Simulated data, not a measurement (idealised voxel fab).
Process module, titled voxel transistor to metal
This is section cut - it's 265 nm across, gridded in 5 nm square cells.
Throughout this document, each cross-section is represented as a grid of square cells and is presented as a sequence of bands enumerated from the top downward, where a band comprises one or more rows of cells.
What a band's entry tells you: where the top is and where the bottom is, as heights in nm, and after that what lies inside, material by material from left to right, each with its width in nm. Empty space is written as the word "blank", and a single material marked with the word "all across" occupies the band from edge to edge.
Where do heights start? At 0: under that level the wafer as delivered is made of one material only. And the lowest band has no floor; it just carries on downward, as in "0 down".
Width spec "30..40" -> top row of cells at first value, bottom row at second value, equal per-row change in between.
Step marked "no modifications"? Then no cell in the cross-section changed in it.
Voids not open to the top, 8 cells minimum: see "Closed void entries". Written width x height at distance; distance is from the left edge; nm.
If you see something after the settings on a step's line, that's the simulator's own remark about that step.
A step's line can hold "overlay nm"; with a mask on that step, the setting says how far right of the planned place the mask lay, while a negative setting says it lay to the left.

Intended process steps:
1 RECEIVE (material Si)
2 OXIDIZE (depth nm 5)
3 CONFORMAL_DEP (material SiN; thk nm 15)
4 PATTERN (tone cover; mask id ACTIVE; material resist; width nm 105; pitch nm 130; thk nm 20; overlay nm 0)
5 DIRECTIONAL_ETCH (etch materials SiN; depth nm 15)
6 DIRECTIONAL_ETCH (etch materials SiO2; depth nm 5)
7 DIRECTIONAL_ETCH (etch materials Si; depth nm 25)
8 STRIP (etch materials resist)
9 OXIDIZE (depth nm 5)
10 FILL_DEP (material SiO2; thk nm 15)
11 CMP (height nm 15)
12 SELECTIVE_ETCH (etch materials SiO2; depth nm 10)
13 STRIP (etch materials SiN)
14 SELECTIVE_ETCH (etch materials SiO2; depth nm 5)
15 OXIDIZE (depth nm 5)
16 DIRECTIONAL_DEP (material polySi; thk nm 25)
17 DIRECTIONAL_DEP (material SiCN; thk nm 10)
18 MASKED_ETCH (tone cover; mask id GATE; width nm 25; pitch nm 130; etch materials SiCN; depth nm 20; overlay nm 0)
19 MASKED_ETCH (tone cover; mask id GATE; width nm 25; pitch nm 130; etch materials polySi; depth nm 35; overlay nm 0)
20 CONFORMAL_DEP (material SiN; thk nm 5)
21 DIRECTIONAL_ETCH (etch materials SiN; depth nm 5)
22 DIRECTIONAL_ETCH (etch materials SiO2; depth nm 5)
23 EPI (material nSi; thk nm 5)
24 FILL_DEP (material SiO2; thk nm 5)
25 CMP (height nm 30)
26 DIRECTIONAL_DEP (material SiO2; thk nm 10)
27 MASKED_ETCH (tone open; mask id CONTACT; width nm 15; etch materials SiO2; depth nm 45; overlay nm 0)
28 CONFORMAL_DEP (material TiN; thk nm 5)
29 FILL_DEP (material Ru; thk nm 10)
30 CMP (height nm 40)
31 CONFORMAL_DEP (material SiN; thk nm 5)
32 DIRECTIONAL_DEP (material SiO2; thk nm 25)
33 MASKED_ETCH (tone open; mask id METAL_1; width nm 15; etch materials SiO2; depth nm 25; overlay nm 0)
34 MASKED_ETCH (tone open; mask id METAL_1; width nm 15; etch materials SiN; depth nm 5; overlay nm 0)
35 CONFORMAL_DEP (material TiN; thk nm 5)
36 FILL_DEP (material Ru; thk nm 10)
37 CMP (height nm 70)
38 EPI (material Ru; thk nm 5)
39 FILL_DEP (material SiCN; thk nm 5)

Step 1 complete: cross-section of the wafer as received:
  0 down: Si all across
  Closed void entries: none

Starting structure and process plan are as shown above, but one mistake was made in running the module; the wafer cross-section at the end of the module follows:
  80 to 75: SiCN all across
  75 to 70: Ru all across
  70 to 45: TiN all across
  45 to 40: SiN all across
  40 to 30: SiO2: 25; TiN: 5; Ru: 5; TiN: 5; SiO2: 55; TiN: 5; Ru: 5; TiN: 5; SiO2: 45; TiN: 5; Ru: 5; TiN: 5; SiO2: 55; TiN: 5; Ru: 5; TiN: 5; SiO2: 25
  30 to 20: SiO2: 25; TiN: 5; Ru: 5; TiN: 5; SiO2: 10; SiN: 5; SiCN: 25; SiN: 5; SiO2: 10; TiN: 5; Ru: 5; TiN: 5; SiO2: 45; TiN: 5; Ru: 5; TiN: 5; SiO2: 10; SiN: 5; SiCN: 25; SiN: 5; SiO2: 10; TiN: 5; Ru: 5; TiN: 5; SiO2: 25
  20 to 0: SiO2: 25; TiN: 5; Ru: 5; TiN: 5; SiO2: 10; SiN: 5; polySi: 25; SiN: 5; SiO2: 10; TiN: 5; Ru: 5; TiN: 5; SiO2: 45; TiN: 5; Ru: 5; TiN: 5; SiO2: 10; SiN: 5; polySi: 25; SiN: 5; SiO2: 10; TiN: 5; Ru: 5; TiN: 5; SiO2: 25
  0 to -5: SiO2: 10; SiN: 5; SiO2: 10; TiN: 15; SiO2: 10; SiN: 5; polySi: 25; SiN: 5; SiO2: 10; TiN: 15; SiO2: 10; SiN: 5; SiO2: 15; SiN: 5; SiO2: 10; TiN: 15; SiO2: 10; SiN: 5; polySi: 25; SiN: 5; SiO2: 10; TiN: 15; SiO2: 10; SiN: 5; SiO2: 10
  -5 to -10: SiO2: 15; nSi: 35; SiO2: 35; nSi: 35; SiO2: 25; nSi: 35; SiO2: 35; nSi: 35; SiO2: 15
  -10 to -35: SiO2: 20; Si: 95; SiO2: 35; Si: 95; SiO2: 20
  -35 down: Si all across
  Closed void entries: none
What was the processing mistake? step 32 ran with different settings than intended, the actual operation and settings being DIRECTIONAL_DEP (material TiN; thk nm 25)
